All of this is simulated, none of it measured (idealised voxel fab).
The following is a process module called voxel wiring stack.
Cross-section cut spans 260 nm and uses square cells 5 nm in size.
Each cross-section below is a grid of square cells, stated as bands in top-down order, with one or more rows of cells making up each band.
Top height, bottom height, nm. Materials left to right, width each, nm. Single material + "throughout" = fills band edge to edge. "air" = empty.
Beneath 0, the wafer as received is one material, and that level is where height counting begins. The lowest band goes on downward without a bottom; it is written like "0 nm and below".
Per-row width for "30->40": begins at first number (top row of band), ends at second number (bottom row), increment between rows held constant.
The cross-section has no changed cell in any step marked "all unchanged".
The list in "Enclosed empty spaces" covers empty spaces of 8 cells or more that cannot reach the top through any open way, and it gives each as width x height at distance; the distance is from the left edge, and width, height and distance are in nm.
What comes after the settings on a step's line is commentary from the simulator itself on that step.
overlay nm: how far to the right of its planned place the mask lay on this masked step (negative: to the left).
# Intended process steps
| 1 | RECEIVE | material Si |
| 2 | CONFORMAL_DEP | material SiO2 | thk nm 10 |
| 3 | CONFORMAL_DEP | material SiCN | thk nm 5 |
| 4 | DIRECTIONAL_DEP | material SiO2 | thk nm 25 |
| 5 | MASKED_ETCH | tone open | mask id METAL_1 | width nm 30 | pitch nm 55 | etch materials SiO2 | depth nm 25 | overlay nm 0 |
| 6 | MASKED_ETCH | tone open | mask id METAL_1 | width nm 30 | pitch nm 55 | etch materials SiCN | depth nm 5 | overlay nm 0 |
| 7 | CONFORMAL_DEP | material TiN | thk nm 5 |
| 8 | FILL_DEP | material Cu | thk nm 5 |
| 9 | CMP | height nm 40 |
| 10 | CONFORMAL_DEP | material SiCN | thk nm 5 |
| 11 | DIRECTIONAL_DEP | material SiO2 | thk nm 35 |
| 12 | PATTERN | tone open | mask id METAL_2_HOLES | material resist | width nm 15 | pitch nm 55 | thk nm 15 | overlay nm 0 |
| 13 | DIRECTIONAL_ETCH | etch materials SiO2 | depth nm 35 |
| 14 | STRIP | etch materials resist |
| 15 | PATTERN | tone open | mask id METAL_2 | material resist | width nm 30 | pitch nm 55 | thk nm 20 | overlay nm 0 |
| 16 | DIRECTIONAL_ETCH | etch materials SiO2 | depth nm 20 |
| 17 | DIRECTIONAL_ETCH | etch materials SiCN | depth nm 5 |
| 18 | STRIP | etch materials resist |
| 19 | CONFORMAL_DEP | material TiN | thk nm 5 |
| 20 | FILL_DEP | material Ru | thk nm 5 |
| 21 | CMP | height nm 80 |
| 22 | CONFORMAL_DEP | material SiCN | thk nm 5 |
| 23 | DIRECTIONAL_DEP | material SiO2 | thk nm 25 |
| 24 | PATTERN | tone open | mask id METAL_3 | material resist | width nm 30 | pitch nm 55 | thk nm 15 | overlay nm 0 |
| 25 | DIRECTIONAL_ETCH | etch materials SiO2 | depth nm 15 |
| 26 | STRIP | etch materials resist |
| 27 | PATTERN | tone open | mask id METAL_3_HOLES | material resist | width nm 15 | pitch nm 55 | thk nm 20 | overlay nm 0 |
| 28 | DIRECTIONAL_ETCH | etch materials SiO2 | depth nm 10 |
| 29 | DIRECTIONAL_ETCH | etch materials SiCN | depth nm 5 |
| 30 | STRIP | etch materials resist |
| 31 | CONFORMAL_DEP | material TiN | thk nm 5 |
| 32 | FILL_DEP | material Ru | thk nm 5 |
| 33 | CMP | height nm 110 |
| 34 | CONFORMAL_DEP | material SiCN | thk nm 5 |
# First wafer, two in total, run as planned
# Here's what the wafer looked like in cross-section when it arrived - that's after step 1
0 nm and below  Si throughout
Enclosed empty spaces: none
# Take a look at the wafer's cross-section after step 2
10 nm to 0 nm  SiO2 throughout
Under the height 0 nothing was changed.
# Take a look at the wafer's cross-section after step 3
15 nm to 10 nm  SiCN throughout
Under the height 10 nothing was changed.
# Take a look at the wafer's cross-section after step 4
40 nm to 15 nm  SiO2 throughout
Under the height 15 nothing was changed.
# Take a look at the wafer's cross-section after step 5
40 nm to 15 nm  SiO2 (30), then air (30), then SiO2 (25), then air (30), then SiO2 (25), then air (30), then SiO2 (25), then air (30), then SiO2 (35)
Under the height 15 nothing was changed.
# Take a look at the wafer's cross-section after step 6
40 nm to 15 nm  SiO2 (30), then air (30), then SiO2 (25), then air (30), then SiO2 (25), then air (30), then SiO2 (25), then air (30), then SiO2 (35)
15 nm to 10 nm  SiCN (30), then air (30), then SiCN (25), then air (30), then SiCN (25), then air (30), then SiCN (25), then air (30), then SiCN (35)
Under the height 10 nothing was changed.
# Take a look at the wafer's cross-section after step 7
45 nm to 40 nm  TiN (35), then air (20), then TiN (35), then air (20), then TiN (35), then air (20), then TiN (35), then air (20), then TiN (40)
40 nm to 15 nm  SiO2 (30), then TiN (5), then air (20), then TiN (5), then SiO2 (25), then TiN (5), then air (20), then TiN (5), then SiO2 (25), then TiN (5), then air (20), then TiN (5), then SiO2 (25), then TiN (5), then air (20), then TiN (5), then SiO2 (35)
15 nm to 10 nm  SiCN (30), then TiN (30), then SiCN (25), then TiN (30), then SiCN (25), then TiN (30), then SiCN (25), then TiN (30), then SiCN (35)
Under the height 10 nothing was changed.
# Take a look at the wafer's cross-section after step 8
50 nm to 45 nm  Cu throughout
45 nm to 40 nm  TiN (35), then Cu (20), then TiN (35), then Cu (20), then TiN (35), then Cu (20), then TiN (35), then Cu (20), then TiN (40)
40 nm to 15 nm  SiO2 (30), then TiN (5), then Cu (20), then TiN (5), then SiO2 (25), then TiN (5), then Cu (20), then TiN (5), then SiO2 (25), then TiN (5), then Cu (20), then TiN (5), then SiO2 (25), then TiN (5), then Cu (20), then TiN (5), then SiO2 (35)
Under the height 15 nothing was changed.
# Take a look at the wafer's cross-section after step 9
40 nm to 15 nm  SiO2 (30), then TiN (5), then Cu (20), then TiN (5), then SiO2 (25), then TiN (5), then Cu (20), then TiN (5), then SiO2 (25), then TiN (5), then Cu (20), then TiN (5), then SiO2 (25), then TiN (5), then Cu (20), then TiN (5), then SiO2 (35)
Under the height 15 nothing was changed.
# Take a look at the wafer's cross-section after step 10
45 nm to 40 nm  SiCN throughout
Under the height 40 nothing was changed.
# Take a look at the wafer's cross-section after step 11
80 nm to 45 nm  SiO2 throughout
Under the height 45 nothing was changed.
# Take a look at the wafer's cross-section after step 12
95 nm to 80 nm  resist (30), then air (15), then resist (40), then air (15), then resist (40), then air (15), then resist (40), then air (15), then resist (50)
Under the height 80 nothing was changed.
# Take a look at the wafer's cross-section after step 13
95 nm to 80 nm  resist (30), then air (15), then resist (40), then air (15), then resist (40), then air (15), then resist (40), then air (15), then resist (50)
80 nm to 45 nm  SiO2 (30), then air (15), then SiO2 (40), then air (15), then SiO2 (40), then air (15), then SiO2 (40), then air (15), then SiO2 (50)
Under the height 45 nothing was changed.
# Take a look at the wafer's cross-section after step 14
80 nm to 45 nm  SiO2 (30), then air (15), then SiO2 (40), then air (15), then SiO2 (40), then air (15), then SiO2 (40), then air (15), then SiO2 (50)
Under the height 45 nothing was changed.
# Take a look at the wafer's cross-section after step 15
100 nm to 80 nm  resist (30), then air (30), then resist (25), then air (30), then resist (25), then air (30), then resist (25), then air (30), then resist (35)
Under the height 80 nothing was changed.
# Take a look at the wafer's cross-section after step 16
100 nm to 80 nm  resist (30), then air (30), then resist (25), then air (30), then resist (25), then air (30), then resist (25), then air (30), then resist (35)
80 nm to 60 nm  SiO2 (30), then air (30), then SiO2 (25), then air (30), then SiO2 (25), then air (30), then SiO2 (25), then air (30), then SiO2 (35)
Under the height 60 nothing was changed.
# Take a look at the wafer's cross-section after step 17
100 nm to 80 nm  resist (30), then air (30), then resist (25), then air (30), then resist (25), then air (30), then resist (25), then air (30), then resist (35)
80 nm to 60 nm  SiO2 (30), then air (30), then SiO2 (25), then air (30), then SiO2 (25), then air (30), then SiO2 (25), then air (30), then SiO2 (35)
60 nm to 45 nm  SiO2 (30), then air (15), then SiO2 (40), then air (15), then SiO2 (40), then air (15), then SiO2 (40), then air (15), then SiO2 (50)
45 nm to 40 nm  SiCN (30), then air (15), then SiCN (40), then air (15), then SiCN (40), then air (15), then SiCN (40), then air (15), then SiCN (50)
Under the height 40 nothing was changed.
# Take a look at the wafer's cross-section after step 18
80 nm to 60 nm  SiO2 (30), then air (30), then SiO2 (25), then air (30), then SiO2 (25), then air (30), then SiO2 (25), then air (30), then SiO2 (35)
Under the height 60 nothing was changed.
# Take a look at the wafer's cross-section after step 19
85 nm to 80 nm  TiN (35), then air (20), then TiN (35), then air (20), then TiN (35), then air (20), then TiN (35), then air (20), then TiN (40)
80 nm to 65 nm  SiO2 (30), then TiN (5), then air (20), then TiN (5), then SiO2 (25), then TiN (5), then air (20), then TiN (5), then SiO2 (25), then TiN (5), then air (20), then TiN (5), then SiO2 (25), then TiN (5), then air (20), then TiN (5), then SiO2 (35)
65 nm to 60 nm  SiO2 (30), then TiN (5), then air (5), then TiN (20), then SiO2 (25), then TiN (5), then air (5), then TiN (20), then SiO2 (25), then TiN (5), then air (5), then TiN (20), then SiO2 (25), then TiN (5), then air (5), then TiN (20), then SiO2 (35)
60 nm to 45 nm  SiO2 (30), then TiN (5), then air (5), then TiN (5), then SiO2 (40), then TiN (5), then air (5), then TiN (5), then SiO2 (40), then TiN (5), then air (5), then TiN (5), then SiO2 (40), then TiN (5), then air (5), then TiN (5), then SiO2 (50)
45 nm to 40 nm  SiCN (30), then TiN (15), then SiCN (40), then TiN (15), then SiCN (40), then TiN (15), then SiCN (40), then TiN (15), then SiCN (50)
Under the height 40 nothing was changed.
# Take a look at the wafer's cross-section after step 20
90 nm to 85 nm  Ru throughout
85 nm to 80 nm  TiN (35), then Ru (20), then TiN (35), then Ru (20), then TiN (35), then Ru (20), then TiN (35), then Ru (20), then TiN (40)
80 nm to 65 nm  SiO2 (30), then TiN (5), then Ru (20), then TiN (5), then SiO2 (25), then TiN (5), then Ru (20), then TiN (5), then SiO2 (25), then TiN (5), then Ru (20), then TiN (5), then SiO2 (25), then TiN (5), then Ru (20), then TiN (5), then SiO2 (35)
65 nm to 60 nm  SiO2 (30), then TiN (5), then Ru (5), then TiN (20), then SiO2 (25), then TiN (5), then Ru (5), then TiN (20), then SiO2 (25), then TiN (5), then Ru (5), then TiN (20), then SiO2 (25), then TiN (5), then Ru (5), then TiN (20), then SiO2 (35)
60 nm to 45 nm  SiO2 (30), then TiN (5), then Ru (5), then TiN (5), then SiO2 (40), then TiN (5), then Ru (5), then TiN (5), then SiO2 (40), then TiN (5), then Ru (5), then TiN (5), then SiO2 (40), then TiN (5), then Ru (5), then TiN (5), then SiO2 (50)
Under the height 45 nothing was changed.
# Take a look at the wafer's cross-section after step 21
80 nm to 65 nm  SiO2 (30), then TiN (5), then Ru (20), then TiN (5), then SiO2 (25), then TiN (5), then Ru (20), then TiN (5), then SiO2 (25), then TiN (5), then Ru (20), then TiN (5), then SiO2 (25), then TiN (5), then Ru (20), then TiN (5), then SiO2 (35)
Under the height 65 nothing was changed.
# Take a look at the wafer's cross-section after step 22
85 nm to 80 nm  SiCN throughout
Under the height 80 nothing was changed.
# Take a look at the wafer's cross-section after step 23
110 nm to 85 nm  SiO2 throughout
Under the height 85 nothing was changed.
# Take a look at the wafer's cross-section after step 24
125 nm to 110 nm  resist (30), then air (30), then resist (25), then air (30), then resist (25), then air (30), then resist (25), then air (30), then resist (35)
Under the height 110 nothing was changed.
# Take a look at the wafer's cross-section after step 25
125 nm to 110 nm  resist (30), then air (30), then resist (25), then air (30), then resist (25), then air (30), then resist (25), then air (30), then resist (35)
110 nm to 95 nm  SiO2 (30), then air (30), then SiO2 (25), then air (30), then SiO2 (25), then air (30), then SiO2 (25), then air (30), then SiO2 (35)
Under the height 95 nothing was changed.
# Take a look at the wafer's cross-section after step 26
110 nm to 95 nm  SiO2 (30), then air (30), then SiO2 (25), then air (30), then SiO2 (25), then air (30), then SiO2 (25), then air (30), then SiO2 (35)
Under the height 95 nothing was changed.
# Take a look at the wafer's cross-section after step 27
130 nm to 110 nm  resist (30), then air (15), then resist (40), then air (15), then resist (40), then air (15), then resist (40), then air (15), then resist (50)
110 nm to 95 nm  SiO2 (30), then air (15), then resist (15), then SiO2 (25), then air (15), then resist (15), then SiO2 (25), then air (15), then resist (15), then SiO2 (25), then air (15), then resist (15), then SiO2 (35)
Under the height 95 nothing was changed.
# Take a look at the wafer's cross-section after step 28
130 nm to 110 nm  resist (30), then air (15), then resist (40), then air (15), then resist (40), then air (15), then resist (40), then air (15), then resist (50)
110 nm to 95 nm  SiO2 (30), then air (15), then resist (15), then SiO2 (25), then air (15), then resist (15), then SiO2 (25), then air (15), then resist (15), then SiO2 (25), then air (15), then resist (15), then SiO2 (35)
95 nm to 85 nm  SiO2 (30), then air (15), then SiO2 (40), then air (15), then SiO2 (40), then air (15), then SiO2 (40), then air (15), then SiO2 (50)
Under the height 85 nothing was changed.
# Take a look at the wafer's cross-section after step 29
130 nm to 110 nm  resist (30), then air (15), then resist (40), then air (15), then resist (40), then air (15), then resist (40), then air (15), then resist (50)
110 nm to 95 nm  SiO2 (30), then air (15), then resist (15), then SiO2 (25), then air (15), then resist (15), then SiO2 (25), then air (15), then resist (15), then SiO2 (25), then air (15), then resist (15), then SiO2 (35)
95 nm to 85 nm  SiO2 (30), then air (15), then SiO2 (40), then air (15), then SiO2 (40), then air (15), then SiO2 (40), then air (15), then SiO2 (50)
85 nm to 80 nm  SiCN (30), then air (15), then SiCN (40), then air (15), then SiCN (40), then air (15), then SiCN (40), then air (15), then SiCN (50)
Under the height 80 nothing was changed.
# Take a look at the wafer's cross-section after step 30
110 nm to 95 nm  SiO2 (30), then air (30), then SiO2 (25), then air (30), then SiO2 (25), then air (30), then SiO2 (25), then air (30), then SiO2 (35)
Under the height 95 nothing was changed.
# Take a look at the wafer's cross-section after step 31
115 nm to 110 nm  TiN (35), then air (20), then TiN (35), then air (20), then TiN (35), then air (20), then TiN (35), then air (20), then TiN (40)
110 nm to 100 nm  SiO2 (30), then TiN (5), then air (20), then TiN (5), then SiO2 (25), then TiN (5), then air (20), then TiN (5), then SiO2 (25), then TiN (5), then air (20), then TiN (5), then SiO2 (25), then TiN (5), then air (20), then TiN (5), then SiO2 (35)
100 nm to 95 nm  SiO2 (30), then TiN (5), then air (5), then TiN (20), then SiO2 (25), then TiN (5), then air (5), then TiN (20), then SiO2 (25), then TiN (5), then air (5), then TiN (20), then SiO2 (25), then TiN (5), then air (5), then TiN (20), then SiO2 (35)
95 nm to 85 nm  SiO2 (30), then TiN (5), then air (5), then TiN (5), then SiO2 (40), then TiN (5), then air (5), then TiN (5), then SiO2 (40), then TiN (5), then air (5), then TiN (5), then SiO2 (40), then TiN (5), then air (5), then TiN (5), then SiO2 (50)
85 nm to 80 nm  SiCN (30), then TiN (15), then SiCN (40), then TiN (15), then SiCN (40), then TiN (15), then SiCN (40), then TiN (15), then SiCN (50)
Under the height 80 nothing was changed.
# Take a look at the wafer's cross-section after step 32
120 nm to 115 nm  Ru throughout
115 nm to 110 nm  TiN (35), then Ru (20), then TiN (35), then Ru (20), then TiN (35), then Ru (20), then TiN (35), then Ru (20), then TiN (40)
110 nm to 100 nm  SiO2 (30), then TiN (5), then Ru (20), then TiN (5), then SiO2 (25), then TiN (5), then Ru (20), then TiN (5), then SiO2 (25), then TiN (5), then Ru (20), then TiN (5), then SiO2 (25), then TiN (5), then Ru (20), then TiN (5), then SiO2 (35)
100 nm to 95 nm  SiO2 (30), then TiN (5), then Ru (5), then TiN (20), then SiO2 (25), then TiN (5), then Ru (5), then TiN (20), then SiO2 (25), then TiN (5), then Ru (5), then TiN (20), then SiO2 (25), then TiN (5), then Ru (5), then TiN (20), then SiO2 (35)
95 nm to 85 nm  SiO2 (30), then TiN (5), then Ru (5), then TiN (5), then SiO2 (40), then TiN (5), then Ru (5), then TiN (5), then SiO2 (40), then TiN (5), then Ru (5), then TiN (5), then SiO2 (40), then TiN (5), then Ru (5), then TiN (5), then SiO2 (50)
Under the height 85 nothing was changed.
# Take a look at the wafer's cross-section after step 33
110 nm to 100 nm  SiO2 (30), then TiN (5), then Ru (20), then TiN (5), then SiO2 (25), then TiN (5), then Ru (20), then TiN (5), then SiO2 (25), then TiN (5), then Ru (20), then TiN (5), then SiO2 (25), then TiN (5), then Ru (20), then TiN (5), then SiO2 (35)
Under the height 100 nothing was changed.
# Take a look at the wafer's cross-section after step 34
115 nm to 110 nm  SiCN throughout
Under the height 110 nothing was changed.
# The second wafer: identical to the first at the outset and in its planned sequence, differing only in that one mistake was made during processing; up to and including step 4, its path is the first wafer's path
# X-section, second wafer, when step 5 was due to finish
40 nm to 15 nm  SiO2 (30), then air (35), then SiO2 (20), then air (35), then SiO2 (20), then air (35), then SiO2 (20), then air (35), then SiO2 (30)
Under the height 15 nothing was changed.
# X-section, second wafer, when step 6 was due to finish
40 nm to 15 nm  SiO2 (30), then air (35), then SiO2 (20), then air (35), then SiO2 (20), then air (35), then SiO2 (20), then air (35), then SiO2 (30)
15 nm to 10 nm  SiCN (30), then air (30), then SiCN (25), then air (30), then SiCN (25), then air (30), then SiCN (25), then air (30), then SiCN (35)
Under the height 10 nothing was changed.
# X-section, second wafer, when step 7 was due to finish
45 nm to 40 nm  TiN (35), then air (25), then TiN (30), then air (25), then TiN (30), then air (25), then TiN (30), then air (25), then TiN (35)
40 nm to 20 nm  SiO2 (30), then TiN (5), then air (25), then TiN (5), then SiO2 (20), then TiN (5), then air (25), then TiN (5), then SiO2 (20), then TiN (5), then air (25), then TiN (5), then SiO2 (20), then TiN (5), then air (25), then TiN (5), then SiO2 (30)
20 nm to 15 nm  SiO2 (30), then TiN (5), then air (20), then TiN (10), then SiO2 (20), then TiN (5), then air (20), then TiN (10), then SiO2 (20), then TiN (5), then air (20), then TiN (10), then SiO2 (20), then TiN (5), then air (20), then TiN (10), then SiO2 (30)
15 nm to 10 nm  SiCN (30), then TiN (30), then SiCN (25), then TiN (30), then SiCN (25), then TiN (30), then SiCN (25), then TiN (30), then SiCN (35)
Under the height 10 nothing was changed.
# X-section, second wafer, when step 8 was due to finish
50 nm to 45 nm  Cu throughout
45 nm to 40 nm  TiN (35), then Cu (25), then TiN (30), then Cu (25), then TiN (30), then Cu (25), then TiN (30), then Cu (25), then TiN (35)
40 nm to 20 nm  SiO2 (30), then TiN (5), then Cu (25), then TiN (5), then SiO2 (20), then TiN (5), then Cu (25), then TiN (5), then SiO2 (20), then TiN (5), then Cu (25), then TiN (5), then SiO2 (20), then TiN (5), then Cu (25), then TiN (5), then SiO2 (30)
20 nm to 15 nm  SiO2 (30), then TiN (5), then Cu (20), then TiN (10), then SiO2 (20), then TiN (5), then Cu (20), then TiN (10), then SiO2 (20), then TiN (5), then Cu (20), then TiN (10), then SiO2 (20), then TiN (5), then Cu (20), then TiN (10), then SiO2 (30)
Under the height 15 nothing was changed.
# X-section, second wafer, when step 9 was due to finish
40 nm to 20 nm  SiO2 (30), then TiN (5), then Cu (25), then TiN (5), then SiO2 (20), then TiN (5), then Cu (25), then TiN (5), then SiO2 (20), then TiN (5), then Cu (25), then TiN (5), then SiO2 (20), then TiN (5), then Cu (25), then TiN (5), then SiO2 (30)
Under the height 20 nothing was changed.
# X-section, second wafer, when step 10 was due to finish
45 nm to 40 nm  SiCN throughout
Under the height 40 nothing was changed.
# X-section, second wafer, when step 11 was due to finish
80 nm to 45 nm  SiO2 throughout
Under the height 45 nothing was changed.
# X-section, second wafer, when step 12 was due to finish
95 nm to 80 nm  resist (30), then air (15), then resist (40), then air (15), then resist (40), then air (15), then resist (40), then air (15), then resist (50)
Under the height 80 nothing was changed.
# X-section, second wafer, when step 13 was due to finish
95 nm to 80 nm  resist (30), then air (15), then resist (40), then air (15), then resist (40), then air (15), then resist (40), then air (15), then resist (50)
80 nm to 45 nm  SiO2 (30), then air (15), then SiO2 (40), then air (15), then SiO2 (40), then air (15), then SiO2 (40), then air (15), then SiO2 (50)
Under the height 45 nothing was changed.
# X-section, second wafer, when step 14 was due to finish
80 nm to 45 nm  SiO2 (30), then air (15), then SiO2 (40), then air (15), then SiO2 (40), then air (15), then SiO2 (40), then air (15), then SiO2 (50)
Under the height 45 nothing was changed.
# X-section, second wafer, when step 15 was due to finish
100 nm to 80 nm  resist (30), then air (30), then resist (25), then air (30), then resist (25), then air (30), then resist (25), then air (30), then resist (35)
Under the height 80 nothing was changed.
# X-section, second wafer, when step 16 was due to finish
100 nm to 80 nm  resist (30), then air (30), then resist (25), then air (30), then resist (25), then air (30), then resist (25), then air (30), then resist (35)
80 nm to 60 nm  SiO2 (30), then air (30), then SiO2 (25), then air (30), then SiO2 (25), then air (30), then SiO2 (25), then air (30), then SiO2 (35)
Under the height 60 nothing was changed.
# X-section, second wafer, when step 17 was due to finish
100 nm to 80 nm  resist (30), then air (30), then resist (25), then air (30), then resist (25), then air (30), then resist (25), then air (30), then resist (35)
80 nm to 60 nm  SiO2 (30), then air (30), then SiO2 (25), then air (30), then SiO2 (25), then air (30), then SiO2 (25), then air (30), then SiO2 (35)
60 nm to 45 nm  SiO2 (30), then air (15), then SiO2 (40), then air (15), then SiO2 (40), then air (15), then SiO2 (40), then air (15), then SiO2 (50)
45 nm to 40 nm  SiCN (30), then air (15), then SiCN (40), then air (15), then SiCN (40), then air (15), then SiCN (40), then air (15), then SiCN (50)
Under the height 40 nothing was changed.
# X-section, second wafer, when step 18 was due to finish
80 nm to 60 nm  SiO2 (30), then air (30), then SiO2 (25), then air (30), then SiO2 (25), then air (30), then SiO2 (25), then air (30), then SiO2 (35)
Under the height 60 nothing was changed.
# X-section, second wafer, when step 19 was due to finish
85 nm to 80 nm  TiN (35), then air (20), then TiN (35), then air (20), then TiN (35), then air (20), then TiN (35), then air (20), then TiN (40)
80 nm to 65 nm  SiO2 (30), then TiN (5), then air (20), then TiN (5), then SiO2 (25), then TiN (5), then air (20), then TiN (5), then SiO2 (25), then TiN (5), then air (20), then TiN (5), then SiO2 (25), then TiN (5), then air (20), then TiN (5), then SiO2 (35)
65 nm to 60 nm  SiO2 (30), then TiN (5), then air (5), then TiN (20), then SiO2 (25), then TiN (5), then air (5), then TiN (20), then SiO2 (25), then TiN (5), then air (5), then TiN (20), then SiO2 (25), then TiN (5), then air (5), then TiN (20), then SiO2 (35)
60 nm to 45 nm  SiO2 (30), then TiN (5), then air (5), then TiN (5), then SiO2 (40), then TiN (5), then air (5), then TiN (5), then SiO2 (40), then TiN (5), then air (5), then TiN (5), then SiO2 (40), then TiN (5), then air (5), then TiN (5), then SiO2 (50)
45 nm to 40 nm  SiCN (30), then TiN (15), then SiCN (40), then TiN (15), then SiCN (40), then TiN (15), then SiCN (40), then TiN (15), then SiCN (50)
Under the height 40 nothing was changed.
# X-section, second wafer, when step 20 was due to finish
90 nm to 85 nm  Ru throughout
85 nm to 80 nm  TiN (35), then Ru (20), then TiN (35), then Ru (20), then TiN (35), then Ru (20), then TiN (35), then Ru (20), then TiN (40)
80 nm to 65 nm  SiO2 (30), then TiN (5), then Ru (20), then TiN (5), then SiO2 (25), then TiN (5), then Ru (20), then TiN (5), then SiO2 (25), then TiN (5), then Ru (20), then TiN (5), then SiO2 (25), then TiN (5), then Ru (20), then TiN (5), then SiO2 (35)
65 nm to 60 nm  SiO2 (30), then TiN (5), then Ru (5), then TiN (20), then SiO2 (25), then TiN (5), then Ru (5), then TiN (20), then SiO2 (25), then TiN (5), then Ru (5), then TiN (20), then SiO2 (25), then TiN (5), then Ru (5), then TiN (20), then SiO2 (35)
60 nm to 45 nm  SiO2 (30), then TiN (5), then Ru (5), then TiN (5), then SiO2 (40), then TiN (5), then Ru (5), then TiN (5), then SiO2 (40), then TiN (5), then Ru (5), then TiN (5), then SiO2 (40), then TiN (5), then Ru (5), then TiN (5), then SiO2 (50)
Under the height 45 nothing was changed.
# X-section, second wafer, when step 21 was due to finish
80 nm to 65 nm  SiO2 (30), then TiN (5), then Ru (20), then TiN (5), then SiO2 (25), then TiN (5), then Ru (20), then TiN (5), then SiO2 (25), then TiN (5), then Ru (20), then TiN (5), then SiO2 (25), then TiN (5), then Ru (20), then TiN (5), then SiO2 (35)
Under the height 65 nothing was changed.
# X-section, second wafer, when step 22 was due to finish
85 nm to 80 nm  SiCN throughout
Under the height 80 nothing was changed.
# X-section, second wafer, when step 23 was due to finish
110 nm to 85 nm  SiO2 throughout
Under the height 85 nothing was changed.
# X-section, second wafer, when step 24 was due to finish
125 nm to 110 nm  resist (30), then air (30), then resist (25), then air (30), then resist (25), then air (30), then resist (25), then air (30), then resist (35)
Under the height 110 nothing was changed.
# X-section, second wafer, when step 25 was due to finish
125 nm to 110 nm  resist (30), then air (30), then resist (25), then air (30), then resist (25), then air (30), then resist (25), then air (30), then resist (35)
110 nm to 95 nm  SiO2 (30), then air (30), then SiO2 (25), then air (30), then SiO2 (25), then air (30), then SiO2 (25), then air (30), then SiO2 (35)
Under the height 95 nothing was changed.
# X-section, second wafer, when step 26 was due to finish
110 nm to 95 nm  SiO2 (30), then air (30), then SiO2 (25), then air (30), then SiO2 (25), then air (30), then SiO2 (25), then air (30), then SiO2 (35)
Under the height 95 nothing was changed.
# X-section, second wafer, when step 27 was due to finish
130 nm to 110 nm  resist (30), then air (15), then resist (40), then air (15), then resist (40), then air (15), then resist (40), then air (15), then resist (50)
110 nm to 95 nm  SiO2 (30), then air (15), then resist (15), then SiO2 (25), then air (15), then resist (15), then SiO2 (25), then air (15), then resist (15), then SiO2 (25), then air (15), then resist (15), then SiO2 (35)
Under the height 95 nothing was changed.
# X-section, second wafer, when step 28 was due to finish
130 nm to 110 nm  resist (30), then air (15), then resist (40), then air (15), then resist (40), then air (15), then resist (40), then air (15), then resist (50)
110 nm to 95 nm  SiO2 (30), then air (15), then resist (15), then SiO2 (25), then air (15), then resist (15), then SiO2 (25), then air (15), then resist (15), then SiO2 (25), then air (15), then resist (15), then SiO2 (35)
95 nm to 85 nm  SiO2 (30), then air (15), then SiO2 (40), then air (15), then SiO2 (40), then air (15), then SiO2 (40), then air (15), then SiO2 (50)
Under the height 85 nothing was changed.
# X-section, second wafer, when step 29 was due to finish
130 nm to 110 nm  resist (30), then air (15), then resist (40), then air (15), then resist (40), then air (15), then resist (40), then air (15), then resist (50)
110 nm to 95 nm  SiO2 (30), then air (15), then resist (15), then SiO2 (25), then air (15), then resist (15), then SiO2 (25), then air (15), then resist (15), then SiO2 (25), then air (15), then resist (15), then SiO2 (35)
95 nm to 85 nm  SiO2 (30), then air (15), then SiO2 (40), then air (15), then SiO2 (40), then air (15), then SiO2 (40), then air (15), then SiO2 (50)
85 nm to 80 nm  SiCN (30), then air (15), then SiCN (40), then air (15), then SiCN (40), then air (15), then SiCN (40), then air (15), then SiCN (50)
Under the height 80 nothing was changed.
# X-section, second wafer, when step 30 was due to finish
110 nm to 95 nm  SiO2 (30), then air (30), then SiO2 (25), then air (30), then SiO2 (25), then air (30), then SiO2 (25), then air (30), then SiO2 (35)
Under the height 95 nothing was changed.
# X-section, second wafer, when step 31 was due to finish
115 nm to 110 nm  TiN (35), then air (20), then TiN (35), then air (20), then TiN (35), then air (20), then TiN (35), then air (20), then TiN (40)
110 nm to 100 nm  SiO2 (30), then TiN (5), then air (20), then TiN (5), then SiO2 (25), then TiN (5), then air (20), then TiN (5), then SiO2 (25), then TiN (5), then air (20), then TiN (5), then SiO2 (25), then TiN (5), then air (20), then TiN (5), then SiO2 (35)
100 nm to 95 nm  SiO2 (30), then TiN (5), then air (5), then TiN (20), then SiO2 (25), then TiN (5), then air (5), then TiN (20), then SiO2 (25), then TiN (5), then air (5), then TiN (20), then SiO2 (25), then TiN (5), then air (5), then TiN (20), then SiO2 (35)
95 nm to 85 nm  SiO2 (30), then TiN (5), then air (5), then TiN (5), then SiO2 (40), then TiN (5), then air (5), then TiN (5), then SiO2 (40), then TiN (5), then air (5), then TiN (5), then SiO2 (40), then TiN (5), then air (5), then TiN (5), then SiO2 (50)
85 nm to 80 nm  SiCN (30), then TiN (15), then SiCN (40), then TiN (15), then SiCN (40), then TiN (15), then SiCN (40), then TiN (15), then SiCN (50)
Under the height 80 nothing was changed.
# X-section, second wafer, when step 32 was due to finish
120 nm to 115 nm  Ru throughout
115 nm to 110 nm  TiN (35), then Ru (20), then TiN (35), then Ru (20), then TiN (35), then Ru (20), then TiN (35), then Ru (20), then TiN (40)
110 nm to 100 nm  SiO2 (30), then TiN (5), then Ru (20), then TiN (5), then SiO2 (25), then TiN (5), then Ru (20), then TiN (5), then SiO2 (25), then TiN (5), then Ru (20), then TiN (5), then SiO2 (25), then TiN (5), then Ru (20), then TiN (5), then SiO2 (35)
100 nm to 95 nm  SiO2 (30), then TiN (5), then Ru (5), then TiN (20), then SiO2 (25), then TiN (5), then Ru (5), then TiN (20), then SiO2 (25), then TiN (5), then Ru (5), then TiN (20), then SiO2 (25), then TiN (5), then Ru (5), then TiN (20), then SiO2 (35)
95 nm to 85 nm  SiO2 (30), then TiN (5), then Ru (5), then TiN (5), then SiO2 (40), then TiN (5), then Ru (5), then TiN (5), then SiO2 (40), then TiN (5), then Ru (5), then TiN (5), then SiO2 (40), then TiN (5), then Ru (5), then TiN (5), then SiO2 (50)
Under the height 85 nothing was changed.
# X-section, second wafer, when step 33 was due to finish
110 nm to 100 nm  SiO2 (30), then TiN (5), then Ru (20), then TiN (5), then SiO2 (25), then TiN (5), then Ru (20), then TiN (5), then SiO2 (25), then TiN (5), then Ru (20), then TiN (5), then SiO2 (25), then TiN (5), then Ru (20), then TiN (5), then SiO2 (35)
Under the height 100 nothing was changed.
# X-section, second wafer, when step 34 was due to finish
115 nm to 110 nm  SiCN throughout
Under the height 110 nothing was changed.
Deviation from plan: not per plan at step 5, really ran MASKED_ETCH | tone open | mask id METAL_1 | width nm 35 | pitch nm 55 | etch materials SiO2 | depth nm 25 | overlay nm 0
The second wafer ends with more or fewer cells of some materials than the first, per final count: Cu +16, SiO2 -20, TiN +4
